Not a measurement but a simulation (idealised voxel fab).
Process module in this document: voxel gate over fins
Pictured: cross-section cut, 170 nm wide, on a grid of 5 nm square cells.
For the purposes of this document, a cross-section shall be understood as a grid of square cells, specified as bands listed in top-to-bottom order, each band consisting of one or more rows of cells. The band entry comprises the height of the band's top followed by the height of its bottom, expressed in nm, and subsequently the band's materials from left to right, each stated together with its width in nm. Where a single material is marked with the word "edge to edge", that material fills the band from edge to edge. The word "empty" represents empty space. Ref level 0: as-received wafer is one material below here. Bottom band extends down with no lower bound ("0 nm and below"). Read "30..40" as a graded width: first number on top, second number at the bottom, same change between each pair of neighbouring rows. Where a step carries "nothing changed", the cross-section came out of it unchanged, cell for cell. Heads up: "Completely sealed voids" only lists the empty pockets with no open path to the top that are 8 cells or more, and it writes them as width x height at distance, distance from the left edge, in nm. Note: text after step settings on the step line = simulator remark on that step. If you see "overlay nm" on a step's line and that step has a mask, it's telling you how far right of where it was planned the mask ended up; a negative number means it went left instead.
Steps in the process plan:
- 1: RECEIVE (material Si)
- 2: CONFORMAL_DEP (material SiN; thk nm 10)
- 3: DIRECTIONAL_DEP (material aC; thk nm 15)
- 4: PATTERN (tone cover; mask id FINS; material resist; width nm 15; pitch nm 45; thk nm 30; overlay nm 0)
- 5: DIRECTIONAL_ETCH (etch materials aC; depth nm 15)
- 6: STRIP (etch materials resist)
- 7: DIRECTIONAL_ETCH (etch materials SiN; depth nm 10)
- 8: DIRECTIONAL_ETCH (etch materials Si; depth nm 40)
- 9: STRIP (etch materials aC)
- 10: FILL_DEP (material SiO2; thk nm 10)
- 11: CMP (height nm 10)
- 12: SELECTIVE_ETCH (etch materials SiO2; depth nm 25)
- 13: STRIP (etch materials SiN)
- 14: CONFORMAL_DEP (material HfO2; thk nm 5)
- 15: CONFORMAL_DEP (material TiN; thk nm 5)
- 16: CONFORMAL_DEP (material TiAl; thk nm 5)
- 17: CONFORMAL_DEP (material TiN; thk nm 5)
- 18: FILL_DEP (material W; thk nm 15)
- 19: CMP (height nm 30)
- 20: CONFORMAL_DEP (material SiCN; thk nm 10)
Cross-section of the incoming wafer, state after step 1:
> 0 nm and below = Si edge to edge
> Completely sealed voids: none
The first of the two wafers as seen in cross-section once the module was finished; processing followed the plan:
> 40 nm to 30 nm = SiCN edge to edge
> 30 nm to 20 nm = W edge to edge
> 20 nm to 15 nm = W=35, then TiN=100, then W=35
> 15 nm to 10 nm = W=35, then TiN=5, then TiAl=90, then TiN=5, then W=35
> 10 nm to 5 nm = W=35, then TiN=5, then TiAl=5, then TiN=35, then TiAl=10, then TiN=35, then TiAl=5, then TiN=5, then W=35
> 5 nm to 0 nm = TiN=40, then TiAl=5, then TiN=5, then HfO2=25, then TiN=5, then TiAl=10, then TiN=5, then HfO2=25, then TiN=5, then TiAl=5, then TiN=40
> 0 nm to -5 nm = TiAl=45, then TiN=5, then HfO2=5, then Si=15, then HfO2=5, then TiN=5, then TiAl=10, then TiN=5, then HfO2=5, then Si=15, then HfO2=5, then TiN=5, then TiAl=45
> -5 nm to -10 nm = TiN=50, then HfO2=5, then Si=15, then HfO2=5, then TiN=20, then HfO2=5, then Si=15, then HfO2=5, then TiN=50
> -10 nm to -15 nm = HfO2=55, then Si=15, then HfO2=30, then Si=15, then HfO2=55
> -15 nm to -40 nm = SiO2=55, then Si=15, then SiO2=30, then Si=15, then SiO2=55
> -40 nm and below = Si edge to edge
> Completely sealed voids: none
This is the second of the two wafers, cross-sectioned at the end of the module; it started exactly like the first and was given the same plan, but it was run with one mistake:
> 40 nm to 30 nm = SiCN edge to edge
> 30 nm to 15 nm = W edge to edge
> 15 nm to 5 nm = W=40, then TiN=90, then W=40
> 5 nm to 0 nm = W=40, then TiN=10, then HfO2=25, then TiN=20, then HfO2=25, then TiN=10, then W=40
> 0 nm to -10 nm = TiN=50, then HfO2=5, then Si=15, then HfO2=5, then TiN=20, then HfO2=5, then Si=15, then HfO2=5, then TiN=50
> -10 nm to -15 nm = HfO2=55, then Si=15, then HfO2=30, then Si=15, then HfO2=55
> -15 nm to -40 nm = SiO2=55, then Si=15, then SiO2=30, then Si=15, then SiO2=55
> -40 nm and below = Si edge to edge
> Completely sealed voids: none
Diagnosis: step 16 was left out
Final difference in cells, second wafer against first, listed per material as more or fewer: TiAl: 46 fewer, TiN: 6 more, W: 40 more
